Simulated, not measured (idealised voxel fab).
The process module that follows is named voxel released beams.
Square cell edge 5 nm, section width 200 nm, ID cut.
This document writes a cross-section as a grid whose cells are square, and gives it as bands, listed from the top down; one or more rows of cells form a band. The entry gives the band's vertical extent as a top height and a bottom height in nm, then its horizontal make-up as materials from left to right, each with a width in nm. "empty" stands for empty space; a single material marked "edge to edge" fills the band edge to edge. Ref level 0: as-received wafer is one material below here. Bottom band extends down with no lower bound ("0 down"). Quick explanation for "30..40": the width changes in equal steps down the rows of cells, from the first number in the band's top row to the second number in its bottom row. It should be understood that the words "no alteration", when stated for a given step, signify that the cross-section underwent no change in any of its cells during that step. Look at "Sealed cavities" for the closed voids: empty spaces with no open path to the top, sized 8 cells or up. Each is width x height at distance, distance from the left edge, all nm. after a step's settings: what the simulator itself notes on the step. For masked steps, "overlay nm" on the step line gives how far right of plan the mask actually lay; a minus sign means it lay to the left.

## Process steps foreseen in the plan
1: RECEIVE | material Si
2: CONFORMAL_DEP | material SiN | thk nm 5
3: DIRECTIONAL_DEP | material SiO2 | thk nm 20
4: PATTERN | tone open | mask id ANCHOR | material resist | width nm 35 | thk nm 15 | overlay nm 0
5: DIRECTIONAL_ETCH | etch materials SiO2 | depth nm 20
6: STRIP | etch materials resist
7: CONFORMAL_DEP | material polySi | thk nm 15
8: DIRECTIONAL_DEP | material aC | thk nm 15
9: PATTERN | tone cover | mask id BEAM | material resist | width nm 110 | thk nm 30 | overlay nm 0
10: DIRECTIONAL_ETCH | etch materials aC | depth nm 15
11: STRIP | etch materials resist
12: DIRECTIONAL_ETCH | etch materials polySi | depth nm 15
13: STRIP | etch materials aC
14: STRIP | etch materials SiO2

## Incoming wafer, cross-sectional view, post step 1
0 down  Si edge to edge
Sealed cavities: none

## The first of the two wafers as seen in cross-section once the module was finished; processing followed the plan
40 to 25  40 empty, then 20 polySi, then 5 empty, then 85 polySi, then 50 empty
25 to 20  45 empty, then 15 polySi, then 5 empty, then 15 polySi, then 120 empty
20 to 5  45 empty, then 35 polySi, then 120 empty
5 to 0  SiN edge to edge
0 down  Si edge to edge
Sealed cavities: none

## Module end: cross-section of wafer two of two. Same start and process plan as the first wafer. One mistake during execution
35 to 20  40 empty, then 20 polySi, then 5 empty, then 85 polySi, then 50 empty
20 to 15  45 empty, then 15 polySi, then 5 empty, then 15 polySi, then 120 empty
15 to 0  45 empty, then 35 polySi, then 120 empty
0 down  Si edge to edge
Sealed cavities: none
Where did the run depart from the plan? not run: step 2 of the plan (skipped)
End of process, cell counts, second wafer against first, materials with more or fewer: SiN: 40 fewer
